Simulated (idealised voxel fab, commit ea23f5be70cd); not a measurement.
process module | voxel ribs on slabs
cross-section cut | 170 nm wide | cells 5 nm
A cross-section is a grid of square cells, given in bands from the top down. A band is one or more rows of cells.
Each band's line starts with the height of the band's top and of its bottom, in nm. Then come its materials from left to right, each with its width in nm. One material with "throughout" fills the band from edge to edge. "air" is empty space.
Height 0 is the level under which the wafer as received is all one material. The lowest band goes on downwards, as in "0 down".
A width such as "30 to 40" changes by the same amount from each row of cells to the next, from the band's top row to its bottom row.
"no change" after a step means that no cell of the cross-section changed.
closed voids: empty space of 8 cells or more with no open way to the top, each as width x height at its distance from the left edge, in nm
after a step's settings: what the simulator itself notes on the step
overlay nm, on a step with a mask: how far to the right of its planned place the mask lay; to the left if negative
plan
1 op RECEIVE | material Si
2 op DIRECTIONAL_DEP | material SiO2 | thk nm 30
3 op DIRECTIONAL_DEP | material polySi | thk nm 25
4 op DIRECTIONAL_DEP | material aC | thk nm 10
5 op PATTERN | tone cover | mask id RIB | material resist | width nm 25 | thk nm 30 | overlay nm 0
6 op DIRECTIONAL_ETCH | etch materials aC | depth nm 10
7 op STRIP | etch materials resist
8 op DIRECTIONAL_ETCH | etch materials polySi | depth nm 10
9 op STRIP | etch materials aC
10 op MASKED_ETCH | tone cover | mask id SLAB | width nm 55 | etch materials polySi | depth nm 15 | overlay nm 0
11 op FILL_DEP | material SiO2 | thk nm 25
12 op CMP | height nm 75
13 op DIRECTIONAL_DEP | material W | thk nm 10
14 op DIRECTIONAL_DEP | material aC | thk nm 15
15 op PATTERN | tone cover | mask id HEATER | material resist | width nm 35 | thk nm 30 | overlay nm 0
16 op DIRECTIONAL_ETCH | etch materials aC | depth nm 15
17 op STRIP | etch materials resist
18 op DIRECTIONAL_ETCH | etch materials W | depth nm 10
19 op STRIP | etch materials aC
20 op CONFORMAL_DEP | material SiO2 | thk nm 5
as received, after step 1
  0 down: Si throughout
  closed voids: none
a wafer at the end: this start, this plan, one mistake
  90 to 85: air 60 | SiO2 45 | air 65
  85 to 80: air 60 | SiO2 5 | W 35 | SiO2 5 | air 65
  80 to 75: SiO2 65 | W 35 | SiO2 70
  75 to 60: SiO2 throughout
  60 to 50: SiO2 70 | polySi 25 | SiO2 75
  50 to 35: SiO2 55 | polySi 55 | SiO2 60
  35 to 0: SiO2 throughout
  0 down: Si throughout
  closed voids: none
what went wrong: step 2 ran as: op DIRECTIONAL_DEP | material SiO2 | thk nm 35
